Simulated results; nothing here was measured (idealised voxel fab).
The following is a process module called voxel transistor to metal.
Xsec cut, 160 nm wide, square cell size 5 nm.
If you're reading a cross-section in this doc, picture square cells in a grid; it comes to you as bands, top ones listed first down to the bottom, and a band can be one or more rows of cells. Each band's line starts with the height of the band's top and of its bottom, in nm. Then come its materials from left to right, each with its width in nm. One material with "all across" fills the band from edge to edge. "blank" is empty space. Basically, 0 is our baseline, since under it the wafer straight out of the box is all one material. The bottom band has no lower end and keeps on going down, so it looks like "top 0, no bottom". So if you see something like "30 to 40" for the width, read it as the top row of the band sitting at the first number and the bottom row at the second, with every row in between moving by the same amount as the last. Reading "all unchanged" for a step: not a cell of the cross-section changed in it. "Sealed voids" - sealed voids, min. 8 cells, no opening to top; format: width x height at distance (distance from left edge; nm throughout). On each step's line, the part that comes after the settings is the simulator's own comment on the step. If you see "overlay nm" on a step's line and that step has a mask, it's telling you how far right of where it was planned the mask ended up; a negative number means it went left instead.

-- Set out below are the planned steps of the process
- 1: RECEIVE: material Si
- 2: OXIDIZE: depth nm 5
- 3: CONFORMAL_DEP: material SiN, thk nm 15
- 4: DIRECTIONAL_DEP: material aC, thk nm 10
- 5: PATTERN: tone cover, mask id ACTIVE, material resist, width nm 125, thk nm 30, overlay nm 0
- 6: DIRECTIONAL_ETCH: etch materials aC, depth nm 10
- 7: STRIP: etch materials resist
- 8: DIRECTIONAL_ETCH: etch materials SiN, depth nm 15
- 9: DIRECTIONAL_ETCH: etch materials SiO2, depth nm 5
- 10: DIRECTIONAL_ETCH: etch materials Si, depth nm 30
- 11: STRIP: etch materials aC
- 12: OXIDIZE: depth nm 5
- 13: FILL_DEP: material SiO2, thk nm 15
- 14: CMP: height nm 15
- 15: SELECTIVE_ETCH: etch materials SiO2, depth nm 10
- 16: STRIP: etch materials SiN
- 17: SELECTIVE_ETCH: etch materials SiO2, depth nm 5
- 18: OXIDIZE: depth nm 5
- 19: DIRECTIONAL_DEP: material polySi, thk nm 20
- 20: DIRECTIONAL_DEP: material SiCN, thk nm 10
- 21: DIRECTIONAL_DEP: material aC, thk nm 10
- 22: PATTERN: tone cover, mask id GATE, material resist, width nm 25, thk nm 30, overlay nm 0
- 23: DIRECTIONAL_ETCH: etch materials aC, depth nm 10
- 24: STRIP: etch materials resist
- 25: DIRECTIONAL_ETCH: etch materials SiCN, depth nm 20
- 26: DIRECTIONAL_ETCH: etch materials polySi, depth nm 30
- 27: STRIP: etch materials aC
- 28: CONFORMAL_DEP: material SiO2, thk nm 5
- 29: DIRECTIONAL_ETCH: etch materials SiO2, depth nm 5
- 30: CONFORMAL_DEP: material SiN, thk nm 5
- 31: DIRECTIONAL_ETCH: etch materials SiN, depth nm 5
- 32: DIRECTIONAL_ETCH: etch materials SiO2, depth nm 5
- 33: DIRECTIONAL_ETCH: etch materials Si, depth nm 5
- 34: EPI: material nSi, thk nm 5
- 35: FILL_DEP: material SiO2, thk nm 10
- 36: CMP: height nm 25
- 37: DIRECTIONAL_DEP: material SiO2, thk nm 15
- 38: MASKED_ETCH: tone open, mask id CONTACT, width nm 20, pitch nm 85, etch materials SiO2, depth nm 50, overlay nm 0
- 39: CONFORMAL_DEP: material TiN, thk nm 5
- 40: FILL_DEP: material Ru, thk nm 5
- 41: CMP: height nm 40
- 42: DIRECTIONAL_DEP: material TiN, thk nm 5
- 43: DIRECTIONAL_DEP: material Ru, thk nm 20
- 44: PATTERN: tone cover, mask id METAL_1, material resist, width nm 20, pitch nm 85, thk nm 20, overlay nm 0
- 45: DIRECTIONAL_ETCH: etch materials Ru, depth nm 20
- 46: DIRECTIONAL_ETCH: etch materials TiN, depth nm 5
- 47: STRIP: etch materials resist
- 48: CONFORMAL_DEP: material SiN, thk nm 5
- 49: FILL_DEP: material SiO2, thk nm 10
- 50: CMP: height nm 65
- 51: CONFORMAL_DEP: material SiCN, thk nm 5

-- Concerning the first of two wafers, which was run in accordance with the plan

-- Wafer at receipt (post step 1), cross-section
* top 0, no bottom  Si all across
* Sealed voids: none

-- Presented here is a cross-section of the wafer after step 2 has been performed
* top 0, bottom -5  SiO2 all across
* All layers under -5 are left as they were.

-- Presented here is a cross-section of the wafer after step 3 has been performed
* top 15, bottom 0  SiN all across
* All layers under 0 are left as they were.

-- Presented here is a cross-section of the wafer after step 4 has been performed
* top 25, bottom 15  aC all across
* All layers under 15 are left as they were.

-- Presented here is a cross-section of the wafer after step 5 has been performed
* top 55, bottom 25  15 of blank, 125 of resist, 20 of blank
* All layers under 25 are left as they were.

-- Presented here is a cross-section of the wafer after step 6 has been performed
* top 45, bottom 25  15 of blank, 125 of resist, 20 of blank
* top 25, bottom 15  15 of blank, 125 of aC, 20 of blank
* All layers under 15 are left as they were.

-- Presented here is a cross-section of the wafer after step 7 has been performed
* top 25, bottom 15  15 of blank, 125 of aC, 20 of blank
* All layers under 15 are left as they were.

-- Presented here is a cross-section of the wafer after step 8 has been performed
* top 25, bottom 15  15 of blank, 125 of aC, 20 of blank
* top 15, bottom 0  15 of blank, 125 of SiN, 20 of blank
* All layers under 0 are left as they were.

-- Presented here is a cross-section of the wafer after step 9 has been performed
* top 25, bottom 15  15 of blank, 125 of aC, 20 of blank
* top 15, bottom 0  15 of blank, 125 of SiN, 20 of blank
* top 0, bottom -5  15 of blank, 125 of SiO2, 20 of blank
* All layers under -5 are left as they were.

-- Presented here is a cross-section of the wafer after step 10 has been performed
* top 25, bottom 15  15 of blank, 125 of aC, 20 of blank
* top 15, bottom 0  15 of blank, 125 of SiN, 20 of blank
* top 0, bottom -5  15 of blank, 125 of SiO2, 20 of blank
* top -5, bottom -35  15 of blank, 125 of Si, 20 of blank
* All layers under -35 are left as they were.

-- Presented here is a cross-section of the wafer after step 11 has been performed
* top 15, bottom 0  15 of blank, 125 of SiN, 20 of blank
* All layers under 0 are left as they were.

-- Presented here is a cross-section of the wafer after step 12 has been performed
* top 15, bottom 0  15 of blank, 125 of SiN, 20 of blank
* top 0, bottom -5  15 of blank, 125 of SiO2, 20 of blank
* top -5, bottom -35  15 of blank, 5 of SiO2, 115 of Si, 5 of SiO2, 20 of blank
* top -35, bottom -40  20 of SiO2, 115 of Si, 25 of SiO2
* All layers under -40 are left as they were.

-- Presented here is a cross-section of the wafer after step 13 has been performed
* top 30, bottom 15  SiO2 all across
* top 15, bottom 0  15 of SiO2, 125 of SiN, 20 of SiO2
* top 0, bottom -5  SiO2 all across
* top -5, bottom -40  20 of SiO2, 115 of Si, 25 of SiO2
* All layers under -40 are left as they were.

-- Presented here is a cross-section of the wafer after step 14 has been performed
* top 15, bottom 0  15 of SiO2, 125 of SiN, 20 of SiO2
* All layers under 0 are left as they were.

-- Presented here is a cross-section of the wafer after step 15 has been performed
* top 15, bottom 5  15 of blank, 125 of SiN, 20 of blank
* All layers under 5 are left as they were.

-- Presented here is a cross-section of the wafer after step 16 has been performed
* top 5, bottom 0  15 of SiO2, 125 of blank, 20 of SiO2
* All layers under 0 are left as they were.

-- Presented here is a cross-section of the wafer after step 17 has been performed
* top 0, bottom -5  10 of SiO2, 135 of blank, 15 of SiO2
* All layers under -5 are left as they were.

-- Presented here is a cross-section of the wafer after step 18 has been performed
* top 0, bottom -5  10 of SiO2, 135 of blank, 15 of SiO2
* top -5, bottom -10  SiO2 all across
* All layers under -10 are left as they were.

-- Presented here is a cross-section of the wafer after step 19 has been performed
* top 20, bottom 15  10 of polySi, 135 of blank, 15 of polySi
* top 15, bottom 0  polySi all across
* top 0, bottom -5  10 of SiO2, 135 of polySi, 15 of SiO2
* All layers under -5 are left as they were.

-- Presented here is a cross-section of the wafer after step 20 has been performed
* top 30, bottom 25  10 of SiCN, 135 of blank, 15 of SiCN
* top 25, bottom 20  SiCN all across
* top 20, bottom 15  10 of polySi, 135 of SiCN, 15 of polySi
* All layers under 15 are left as they were.

-- Presented here is a cross-section of the wafer after step 21 has been performed
* top 40, bottom 35  10 of aC, 135 of blank, 15 of aC
* top 35, bottom 30  aC all across
* top 30, bottom 25  10 of SiCN, 135 of aC, 15 of SiCN
* All layers under 25 are left as they were.

-- Presented here is a cross-section of the wafer after step 22 has been performed
* top 70, bottom 40  65 of blank, 25 of resist, 70 of blank
* top 40, bottom 35  10 of aC, 55 of blank, 25 of resist, 55 of blank, 15 of aC
* All layers under 35 are left as they were.

-- Presented here is a cross-section of the wafer after step 23 has been performed
* top 60, bottom 35  65 of blank, 25 of resist, 70 of blank
* top 35, bottom 30  65 of blank, 25 of aC, 70 of blank
* top 30, bottom 25  10 of SiCN, 55 of blank, 25 of aC, 55 of blank, 15 of SiCN
* All layers under 25 are left as they were.

-- Presented here is a cross-section of the wafer after step 24 has been performed
* top 35, bottom 30  65 of blank, 25 of aC, 70 of blank
* All layers under 30 are left as they were.

-- Presented here is a cross-section of the wafer after step 25 has been performed
* top 35, bottom 25  65 of blank, 25 of aC, 70 of blank
* top 25, bottom 20  65 of blank, 25 of SiCN, 70 of blank
* top 20, bottom 15  10 of polySi, 55 of blank, 25 of SiCN, 55 of blank, 15 of polySi
* All layers under 15 are left as they were.

-- Presented here is a cross-section of the wafer after step 26 has been performed
* top 35, bottom 25  65 of blank, 25 of aC, 70 of blank
* top 25, bottom 15  65 of blank, 25 of SiCN, 70 of blank
* top 15, bottom 0  65 of blank, 25 of polySi, 70 of blank
* top 0, bottom -5  10 of SiO2, 55 of blank, 25 of polySi, 55 of blank, 15 of SiO2
* All layers under -5 are left as they were.

-- Presented here is a cross-section of the wafer after step 27 has been performed
* top 25, bottom 15  65 of blank, 25 of SiCN, 70 of blank
* All layers under 15 are left as they were.

-- Presented here is a cross-section of the wafer after step 28 has been performed
* top 30, bottom 25  60 of blank, 35 of SiO2, 65 of blank
* top 25, bottom 15  60 of blank, 5 of SiO2, 25 of SiCN, 5 of SiO2, 65 of blank
* top 15, bottom 5  60 of blank, 5 of SiO2, 25 of polySi, 5 of SiO2, 65 of blank
* top 5, bottom 0  15 of SiO2, 45 of blank, 5 of SiO2, 25 of polySi, 5 of SiO2, 45 of blank, 20 of SiO2
* top 0, bottom -5  65 of SiO2, 25 of polySi, 70 of SiO2
* All layers under -5 are left as they were.

-- Presented here is a cross-section of the wafer after step 29 has been performed
* top 25, bottom 15  60 of blank, 5 of SiO2, 25 of SiCN, 5 of SiO2, 65 of blank
* top 15, bottom 0  60 of blank, 5 of SiO2, 25 of polySi, 5 of SiO2, 65 of blank
* top 0, bottom -5  15 of SiO2, 45 of blank, 5 of SiO2, 25 of polySi, 5 of SiO2, 45 of blank, 20 of SiO2
* All layers under -5 are left as they were.

-- Presented here is a cross-section of the wafer after step 30 has been performed
* top 30, bottom 25  55 of blank, 45 of SiN, 60 of blank
* top 25, bottom 15  55 of blank, 5 of SiN, 5 of SiO2, 25 of SiCN, 5 of SiO2, 5 of SiN, 60 of blank
* top 15, bottom 5  55 of blank, 5 of SiN, 5 of SiO2, 25 of polySi, 5 of SiO2, 5 of SiN, 60 of blank
* top 5, bottom 0  20 of SiN, 35 of blank, 5 of SiN, 5 of SiO2, 25 of polySi, 5 of SiO2, 5 of SiN, 35 of blank, 25 of SiN
* top 0, bottom -5  15 of SiO2, 45 of SiN, 5 of SiO2, 25 of polySi, 5 of SiO2, 45 of SiN, 20 of SiO2
* All layers under -5 are left as they were.

-- Presented here is a cross-section of the wafer after step 31 has been performed
* top 25, bottom 15  55 of blank, 5 of SiN, 5 of SiO2, 25 of SiCN, 5 of SiO2, 5 of SiN, 60 of blank
* top 15, bottom 0  55 of blank, 5 of SiN, 5 of SiO2, 25 of polySi, 5 of SiO2, 5 of SiN, 60 of blank
* top 0, bottom -5  15 of SiO2, 5 of SiN, 35 of blank, 5 of SiN, 5 of SiO2, 25 of polySi, 5 of SiO2, 5 of SiN, 35 of blank, 5 of SiN, 20 of SiO2
* All layers under -5 are left as they were.

-- Presented here is a cross-section of the wafer after step 32 has been performed
* top 25, bottom 20  55 of blank, 5 of SiN, 5 of blank, 25 of SiCN, 5 of blank, 5 of SiN, 60 of blank
* top 20, bottom 15  55 of blank, 5 of SiN, 5 of SiO2, 25 of SiCN, 5 of SiO2, 5 of SiN, 60 of blank
* top 15, bottom 0  55 of blank, 5 of SiN, 5 of SiO2, 25 of polySi, 5 of SiO2, 5 of SiN, 60 of blank
* top 0, bottom -5  15 of blank, 5 of SiN, 35 of blank, 5 of SiN, 5 of SiO2, 25 of polySi, 5 of SiO2, 5 of SiN, 35 of blank, 5 of SiN, 20 of blank
* top -5, bottom -10  20 of SiO2, 35 of blank, 45 of SiO2, 35 of blank, 25 of SiO2
* All layers under -10 are left as they were.

-- Presented here is a cross-section of the wafer after step 33 has been performed
* top 25, bottom 20  55 of blank, 5 of SiN, 5 of blank, 25 of SiCN, 5 of blank, 5 of SiN, 60 of blank
* top 20, bottom 15  55 of blank, 5 of SiN, 5 of SiO2, 25 of SiCN, 5 of SiO2, 5 of SiN, 60 of blank
* top 15, bottom 0  55 of blank, 5 of SiN, 5 of SiO2, 25 of polySi, 5 of SiO2, 5 of SiN, 60 of blank
* top 0, bottom -5  15 of blank, 5 of SiN, 35 of blank, 5 of SiN, 5 of SiO2, 25 of polySi, 5 of SiO2, 5 of SiN, 35 of blank, 5 of SiN, 20 of blank
* top -5, bottom -10  20 of SiO2, 35 of blank, 45 of SiO2, 35 of blank, 25 of SiO2
* top -10, bottom -15  20 of SiO2, 35 of blank, 45 of Si, 35 of blank, 25 of SiO2
* All layers under -15 are left as they were.

-- Presented here is a cross-section of the wafer after step 34 has been performed
* top 25, bottom 20  55 of blank, 5 of SiN, 5 of blank, 25 of SiCN, 5 of blank, 5 of SiN, 60 of blank
* top 20, bottom 15  55 of blank, 5 of SiN, 5 of SiO2, 25 of SiCN, 5 of SiO2, 5 of SiN, 60 of blank
* top 15, bottom 0  55 of blank, 5 of SiN, 5 of SiO2, 25 of polySi, 5 of SiO2, 5 of SiN, 60 of blank
* top 0, bottom -5  15 of blank, 5 of SiN, 35 of blank, 5 of SiN, 5 of SiO2, 25 of polySi, 5 of SiO2, 5 of SiN, 35 of blank, 5 of SiN, 20 of blank
* top -5, bottom -10  20 of SiO2, 30 of blank, 5 of nSi, 45 of SiO2, 5 of nSi, 30 of blank, 25 of SiO2
* top -10, bottom -15  20 of SiO2, 35 of nSi, 45 of Si, 35 of nSi, 25 of SiO2
* All layers under -15 are left as they were.

-- Presented here is a cross-section of the wafer after step 35 has been performed
* top 35, bottom 25  SiO2 all across
* top 25, bottom 15  55 of SiO2, 5 of SiN, 5 of SiO2, 25 of SiCN, 5 of SiO2, 5 of SiN, 60 of SiO2
* top 15, bottom 0  55 of SiO2, 5 of SiN, 5 of SiO2, 25 of polySi, 5 of SiO2, 5 of SiN, 60 of SiO2
* top 0, bottom -5  15 of SiO2, 5 of SiN, 35 of SiO2, 5 of SiN, 5 of SiO2, 25 of polySi, 5 of SiO2, 5 of SiN, 35 of SiO2, 5 of SiN, 20 of SiO2
* top -5, bottom -10  50 of SiO2, 5 of nSi, 45 of SiO2, 5 of nSi, 55 of SiO2
* All layers under -10 are left as they were.

-- Presented here is a cross-section of the wafer after step 36 has been performed
* top 25, bottom 15  55 of SiO2, 5 of SiN, 5 of SiO2, 25 of SiCN, 5 of SiO2, 5 of SiN, 60 of SiO2
* All layers under 15 are left as they were.

-- Presented here is a cross-section of the wafer after step 37 has been performed
* top 40, bottom 25  SiO2 all across
* All layers under 25 are left as they were.

-- Presented here is a cross-section of the wafer after step 38 has been performed
* top 40, bottom 25  25 of SiO2, 20 of blank, 65 of SiO2, 20 of blank, 30 of SiO2
* top 25, bottom 15  25 of SiO2, 20 of blank, 10 of SiO2, 5 of SiN, 5 of SiO2, 25 of SiCN, 5 of SiO2, 5 of SiN, 10 of SiO2, 20 of blank, 30 of SiO2
* top 15, bottom 0  25 of SiO2, 20 of blank, 10 of SiO2, 5 of SiN, 5 of SiO2, 25 of polySi, 5 of SiO2, 5 of SiN, 10 of SiO2, 20 of blank, 30 of SiO2
* top 0, bottom -5  15 of SiO2, 5 of SiN, 5 of SiO2, 20 of blank, 10 of SiO2, 5 of SiN, 5 of SiO2, 25 of polySi, 5 of SiO2, 5 of SiN, 10 of SiO2, 20 of blank, 5 of SiO2, 5 of SiN, 20 of SiO2
* top -5, bottom -10  25 of SiO2, 20 of blank, 5 of SiO2, 5 of nSi, 45 of SiO2, 5 of nSi, 5 of SiO2, 20 of blank, 30 of SiO2
* All layers under -10 are left as they were.

-- Presented here is a cross-section of the wafer after step 39 has been performed
* top 45, bottom 40  30 of TiN, 10 of blank, 75 of TiN, 10 of blank, 35 of TiN
* top 40, bottom 25  25 of SiO2, 5 of TiN, 10 of blank, 5 of TiN, 65 of SiO2, 5 of TiN, 10 of blank, 5 of TiN, 30 of SiO2
* top 25, bottom 15  25 of SiO2, 5 of TiN, 10 of blank, 5 of TiN, 10 of SiO2, 5 of SiN, 5 of SiO2, 25 of SiCN, 5 of SiO2, 5 of SiN, 10 of SiO2, 5 of TiN, 10 of blank, 5 of TiN, 30 of SiO2
* top 15, bottom 0  25 of SiO2, 5 of TiN, 10 of blank, 5 of TiN, 10 of SiO2, 5 of SiN, 5 of SiO2, 25 of polySi, 5 of SiO2, 5 of SiN, 10 of SiO2, 5 of TiN, 10 of blank, 5 of TiN, 30 of SiO2
* top 0, bottom -5  15 of SiO2, 5 of SiN, 5 of SiO2, 5 of TiN, 10 of blank, 5 of TiN, 10 of SiO2, 5 of SiN, 5 of SiO2, 25 of polySi, 5 of SiO2, 5 of SiN, 10 of SiO2, 5 of TiN, 10 of blank, 5 of TiN, 5 of SiO2, 5 of SiN, 20 of SiO2
* top -5, bottom -10  25 of SiO2, 20 of TiN, 5 of SiO2, 5 of nSi, 45 of SiO2, 5 of nSi, 5 of SiO2, 20 of TiN, 30 of SiO2
* All layers under -10 are left as they were.

-- Presented here is a cross-section of the wafer after step 40 has been performed
* top 50, bottom 45  Ru all across
* top 45, bottom 40  30 of TiN, 10 of Ru, 75 of TiN, 10 of Ru, 35 of TiN
* top 40, bottom 25  25 of SiO2, 5 of TiN, 10 of Ru, 5 of TiN, 65 of SiO2, 5 of TiN, 10 of Ru, 5 of TiN, 30 of SiO2
* top 25, bottom 15  25 of SiO2, 5 of TiN, 10 of Ru, 5 of TiN, 10 of SiO2, 5 of SiN, 5 of SiO2, 25 of SiCN, 5 of SiO2, 5 of SiN, 10 of SiO2, 5 of TiN, 10 of Ru, 5 of TiN, 30 of SiO2
* top 15, bottom 0  25 of SiO2, 5 of TiN, 10 of Ru, 5 of TiN, 10 of SiO2, 5 of SiN, 5 of SiO2, 25 of polySi, 5 of SiO2, 5 of SiN, 10 of SiO2, 5 of TiN, 10 of Ru, 5 of TiN, 30 of SiO2
* top 0, bottom -5  15 of SiO2, 5 of SiN, 5 of SiO2, 5 of TiN, 10 of Ru, 5 of TiN, 10 of SiO2, 5 of SiN, 5 of SiO2, 25 of polySi, 5 of SiO2, 5 of SiN, 10 of SiO2, 5 of TiN, 10 of Ru, 5 of TiN, 5 of SiO2, 5 of SiN, 20 of SiO2
* All layers under -5 are left as they were.

-- Presented here is a cross-section of the wafer after step 41 has been performed
* top 40, bottom 25  25 of SiO2, 5 of TiN, 10 of Ru, 5 of TiN, 65 of SiO2, 5 of TiN, 10 of Ru, 5 of TiN, 30 of SiO2
* All layers under 25 are left as they were.

-- Presented here is a cross-section of the wafer after step 42 has been performed
* top 45, bottom 40  TiN all across
* All layers under 40 are left as they were.

-- Presented here is a cross-section of the wafer after step 43 has been performed
* top 65, bottom 45  Ru all across
* All layers under 45 are left as they were.

-- Presented here is a cross-section of the wafer after step 44 has been performed
* top 85, bottom 65  25 of blank, 20 of resist, 65 of blank, 20 of resist, 30 of blank
* All layers under 65 are left as they were.

-- Presented here is a cross-section of the wafer after step 45 has been performed
* top 85, bottom 65  25 of blank, 20 of resist, 65 of blank, 20 of resist, 30 of blank
* top 65, bottom 45  25 of blank, 20 of Ru, 65 of blank, 20 of Ru, 30 of blank
* All layers under 45 are left as they were.

-- Presented here is a cross-section of the wafer after step 46 has been performed
* top 85, bottom 65  25 of blank, 20 of resist, 65 of blank, 20 of resist, 30 of blank
* top 65, bottom 45  25 of blank, 20 of Ru, 65 of blank, 20 of Ru, 30 of blank
* top 45, bottom 40  25 of blank, 20 of TiN, 65 of blank, 20 of TiN, 30 of blank
* All layers under 40 are left as they were.

-- Presented here is a cross-section of the wafer after step 47 has been performed
* top 65, bottom 45  25 of blank, 20 of Ru, 65 of blank, 20 of Ru, 30 of blank
* All layers under 45 are left as they were.

-- Presented here is a cross-section of the wafer after step 48 has been performed
* top 70, bottom 65  20 of blank, 30 of SiN, 55 of blank, 30 of SiN, 25 of blank
* top 65, bottom 45  20 of blank, 5 of SiN, 20 of Ru, 5 of SiN, 55 of blank, 5 of SiN, 20 of Ru, 5 of SiN, 25 of blank
* top 45, bottom 40  25 of SiN, 20 of TiN, 65 of SiN, 20 of TiN, 30 of SiN
* All layers under 40 are left as they were.

-- Presented here is a cross-section of the wafer after step 49 has been performed
* top 80, bottom 70  SiO2 all across
* top 70, bottom 65  20 of SiO2, 30 of SiN, 55 of SiO2, 30 of SiN, 25 of SiO2
* top 65, bottom 45  20 of SiO2, 5 of SiN, 20 of Ru, 5 of SiN, 55 of SiO2, 5 of SiN, 20 of Ru, 5 of SiN, 25 of SiO2
* All layers under 45 are left as they were.

-- Presented here is a cross-section of the wafer after step 50 has been performed
* top 65, bottom 45  20 of SiO2, 5 of SiN, 20 of Ru, 5 of SiN, 55 of SiO2, 5 of SiN, 20 of Ru, 5 of SiN, 25 of SiO2
* All layers under 45 are left as they were.

-- Presented here is a cross-section of the wafer after step 51 has been performed
* top 70, bottom 65  SiCN all across
* All layers under 65 are left as they were.

-- Now the other wafer: same start, same recipe, but we messed up one thing when running it. Up to and including step 41 it's the same as the first one

-- Cross-section of the second wafer at the time by which step 42 should have been completed according to the plan
* top 60, bottom 40  Ru all across
* All layers under 40 are left as they were.

-- Cross-section of the second wafer at the time by which step 43 should have been completed according to the plan
* top 65, bottom 60  TiN all across
* All layers under 60 are left as they were.

-- Cross-section of the second wafer at the time by which step 44 should have been completed according to the plan
* top 85, bottom 65  25 of blank, 20 of resist, 65 of blank, 20 of resist, 30 of blank
* All layers under 65 are left as they were.

Cross-section of the second wafer at the time by which step 45 should have been completed according to the plan: all unchanged

-- Cross-section of the second wafer at the time by which step 46 should have been completed according to the plan
* top 85, bottom 65  25 of blank, 20 of resist, 65 of blank, 20 of resist, 30 of blank
* top 65, bottom 60  25 of blank, 20 of TiN, 65 of blank, 20 of TiN, 30 of blank
* All layers under 60 are left as they were.

-- Cross-section of the second wafer at the time by which step 47 should have been completed according to the plan
* top 65, bottom 60  25 of blank, 20 of TiN, 65 of blank, 20 of TiN, 30 of blank
* All layers under 60 are left as they were.

-- Cross-section of the second wafer at the time by which step 48 should have been completed according to the plan
* top 70, bottom 65  20 of blank, 30 of SiN, 55 of blank, 30 of SiN, 25 of blank
* top 65, bottom 60  25 of SiN, 20 of TiN, 65 of SiN, 20 of TiN, 30 of SiN
* All layers under 60 are left as they were.

-- Cross-section of the second wafer at the time by which step 49 should have been completed according to the plan
* top 80, bottom 70  SiO2 all across
* top 70, bottom 65  20 of SiO2, 30 of SiN, 55 of SiO2, 30 of SiN, 25 of SiO2
* All layers under 65 are left as they were.

-- Cross-section of the second wafer at the time by which step 50 should have been completed according to the plan
* top 65, bottom 60  25 of SiN, 20 of TiN, 65 of SiN, 20 of TiN, 30 of SiN
* All layers under 60 are left as they were.

-- Cross-section of the second wafer at the time by which step 51 should have been completed according to the plan
* top 70, bottom 65  SiCN all across
* All layers under 65 are left as they were.
Processing error: a sequencing error occurred in which plan steps 42 and 43 were transposed
In the final state, the cell counts of the second wafer exceed or fall short of those of the first for the following materials: Ru +96 | SiN -16 | SiO2 -80
